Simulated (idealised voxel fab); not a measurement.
You're looking at the process module voxel capacitor over wiring.
Section shown: cut. Width: 230 nm. Cell size: 5 nm, square.
Cross-section format: a grid of square cells, given as bands from top to bottom; each band is one or more rows of cells.
Each band's line starts with the height of the band's top and of its bottom, in nm. Then come its materials from left to right, each with its width in nm. One material with "everywhere" fills the band from edge to edge. "air" is empty space.
Heights are measured from 0, the level below which the as-received wafer is all one material; the lowest band has no bottom and continues downward, written as in "0 down".
When a width is written as two numbers, as in "30 to 40", the first number is the width in the top row of cells of the band and the second is the width in its bottom row, and the width changes by the same amount from each row to the next.
You'll sometimes find "no change" written for a step, and that's the way of saying that nowhere in the cross-section did a cell change during that step.
Reported under the label "Closed void roster" are the empty spaces having no open way to the top and comprising 8 cells or more; the notation for each is width x height at distance, in which the distance is measured from the left edge and all three values are in nm.
Read whatever lies past the settings on a step's line as the simulator's own remark about the step.
A step line may carry the setting "overlay nm", which, for steps involving a mask, states the distance by which the mask lay to the right of its intended position; negative values denote displacement to the left.

## Steps in the process plan
| 1 | RECEIVE (material Si) |
| 2 | CONFORMAL_DEP (material SiO2; thk nm 15) |
| 3 | DIRECTIONAL_DEP (material TiN; thk nm 5) |
| 4 | DIRECTIONAL_DEP (material Ru; thk nm 20) |
| 5 | PATTERN (tone cover; mask id METAL_1; material resist; width nm 30; pitch nm 80; thk nm 20; overlay nm 0) |
| 6 | DIRECTIONAL_ETCH (etch materials Ru; depth nm 20) |
| 7 | DIRECTIONAL_ETCH (etch materials TiN; depth nm 5) |
| 8 | STRIP (etch materials resist) |
| 9 | CONFORMAL_DEP (material SiN; thk nm 5) |
| 10 | FILL_DEP (material lowk; thk nm 10) |
| 11 | CMP (height nm 40) |
| 12 | CONFORMAL_DEP (material SiCN; thk nm 5) |
| 13 | DIRECTIONAL_DEP (material lowk; thk nm 15) |
| 14 | MASKED_ETCH (tone open; mask id PLUG_1; width nm 15; etch materials lowk; depth nm 15; overlay nm 0) |
| 15 | MASKED_ETCH (tone open; mask id PLUG_1; width nm 15; etch materials SiCN; depth nm 5; overlay nm 0) |
| 16 | CONFORMAL_DEP (material TiN; thk nm 5) |
| 17 | FILL_DEP (material W; thk nm 5) |
| 18 | CMP (height nm 60) |
| 19 | DIRECTIONAL_DEP (material TiN; thk nm 5) |
| 20 | DIRECTIONAL_DEP (material HfO2; thk nm 5) |
| 21 | DIRECTIONAL_DEP (material TiN; thk nm 5) |
| 22 | PATTERN (tone cover; mask id UPPER_PLATE; material resist; width nm 55; thk nm 20; overlay nm 0) |
| 23 | DIRECTIONAL_ETCH (etch materials TiN; depth nm 5) |
| 24 | DIRECTIONAL_ETCH (etch materials HfO2; depth nm 5) |
| 25 | STRIP (etch materials resist) |
| 26 | DIRECTIONAL_DEP (material aC; thk nm 15) |
| 27 | PATTERN (tone cover; mask id LOWER_PLATE; material resist; width nm 65; thk nm 30; overlay nm 0) |
| 28 | DIRECTIONAL_ETCH (etch materials aC; depth nm 15) |
| 29 | STRIP (etch materials resist) |
| 30 | DIRECTIONAL_ETCH (etch materials TiN; depth nm 5) |
| 31 | STRIP (etch materials aC) |
| 32 | FILL_DEP (material SiO2; thk nm 15) |
| 33 | CMP (height nm 85) |
| 34 | DIRECTIONAL_DEP (material aC; thk nm 10) |
| 35 | PATTERN (tone open; mask id PLUG_2; material resist; width nm 15; thk nm 30; overlay nm 0) |
| 36 | DIRECTIONAL_ETCH (etch materials aC; depth nm 10) |
| 37 | STRIP (etch materials resist) |
| 38 | DIRECTIONAL_ETCH (etch materials SiO2; depth nm 10) |
| 39 | STRIP (etch materials aC) |
| 40 | CONFORMAL_DEP (material TiN; thk nm 5) |
| 41 | FILL_DEP (material W; thk nm 10) |
| 42 | CMP (height nm 85) |
| 43 | CONFORMAL_DEP (material SiCN; thk nm 5) |

## Wafer as received: cross-section following step 1
  0 down  Si everywhere
  Closed void roster: none

## Final wafer profile in cross-section after the module, from the same start and plan as above, with one mistake made during processing
  90 to 85  SiCN everywhere
  85 to 80  SiO2 85 nm, TiN 5 nm, W 5 nm, TiN 5 nm, SiO2 130 nm
  80 to 70  SiO2 85 to 75 nm, TiN 15 to 55 nm, SiO2 130 to 100 nm
  70 to 65  SiO2 75 nm, HfO2 55 nm, SiO2 100 nm
  65 to 60  SiO2 70 nm, TiN 65 nm, SiO2 95 nm
  60 to 45  lowk 75 nm, TiN 5 nm, W 5 nm, TiN 5 nm, lowk 140 nm
  45 to 40  SiCN 75 nm, TiN 15 nm, SiCN 140 nm
  40 to 35  lowk 55 nm, SiN 5 nm, Ru 30 nm, SiN 5 nm, lowk 40 nm, SiN 5 nm, Ru 30 nm, SiN 5 nm, lowk 55 nm
  35 to 30  SiN 60 nm, TiN 30 nm, SiN 50 nm, TiN 30 nm, SiN 60 nm
  30 to 0  SiO2 everywhere
  0 down  Si everywhere
  Closed void roster: none
What was the processing mistake? step 2, plan: ran twice
